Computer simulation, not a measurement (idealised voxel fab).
Name of the process module below: voxel self aligned vias
cross-section cut | 175 nm wide | cells 5 nm
Cross-section layout: square cells on a grid; listed as bands, top to bottom; a band spans one or more cell rows. It is stipulated that each band's entry specify, in nanometres, the height of the top of the band and then that of its bottom, followed by the materials of the band in left-to-right sequence, each together with its width in nanometres. A single material marked by the word "all across" is understood to fill the band from edge to edge; the word "air" is understood to denote empty space. Heights are expressed relative to 0, this being the level below which the as-received wafer comprises one material exclusively. The lowest band is unbounded in the downward direction and is denoted as in "0..down". Width: "30..40" (first number = top row, second number = bottom row, same change from row to row of cells). "all unchanged" means the step left every cell of the cross-section as it was. Empty spaces counting at least 8 cells and having no open way to the top are listed in "Enclosed internal cavities". The notation width x height at distance is used for each, the distance being from the left edge and all three values in nm. That trailing text on a step's line, after the settings, is the simulator's own remark on the step. When a step includes a mask, the "overlay nm" setting on its line states how far to the right of its planned place that mask lay, and negative values state how far to the left.

## Here's what the planned process steps look like
1,RECEIVE,material Si
2,CONFORMAL_DEP,material SiO2,thk nm 15
3,CONFORMAL_DEP,material SiCN,thk nm 5
4,DIRECTIONAL_DEP,material lowk,thk nm 20
5,PATTERN,tone open,mask id LINES,material resist,width nm 20,pitch nm 70,thk nm 15,overlay nm 0
6,DIRECTIONAL_ETCH,etch materials lowk,depth nm 20
7,STRIP,etch materials resist
8,CONFORMAL_DEP,material TiN,thk nm 5
9,FILL_DEP,material Ru,thk nm 10
10,CMP,height nm 40
11,SELECTIVE_ETCH,etch materials W Ru TiN,depth nm 5
12,FILL_DEP,material SiN,thk nm 10
13,CMP,height nm 40
14,DIRECTIONAL_DEP,material lowk,thk nm 20
15,PATTERN,tone open,mask id VIAS,material resist,width nm 40,thk nm 20,overlay nm 0
16,DIRECTIONAL_ETCH,etch materials lowk,depth nm 20
17,DIRECTIONAL_ETCH,etch materials SiN,depth nm 5
18,STRIP,etch materials resist
19,CONFORMAL_DEP,material TiN,thk nm 5
20,FILL_DEP,material W,thk nm 5
21,CMP,height nm 60
22,CONFORMAL_DEP,material SiCN,thk nm 5

## The cross-section here shows the wafer as received, i.e. in its state after step 1
0..down: Si all across
Enclosed internal cavities: none

## Module complete, cross-section. Starting point and plan per above. One mistake made in running the module
65..60: SiCN all across
60..45: lowk 30 nm  TiN 5 nm  W 30 nm  TiN 5 nm  lowk 105 nm
45..40: lowk 30 nm  TiN 15 nm  W 10 nm  TiN 15 nm  lowk 105 nm
40..35: lowk 40 nm  TiN 20 nm  lowk 50 nm  SiN 20 nm  lowk 45 nm
35..30: lowk 40 nm  TiN 20 nm  lowk 50 nm  TiN 20 nm  lowk 45 nm
30..25: SiCN all across
25..0: SiO2 all across
0..down: Si all across
Enclosed internal cavities: none
What broke from the plan during processing? step 2 was processed under conditions differing from the plan, specifically as CONFORMAL_DEP,material SiO2,thk nm 25
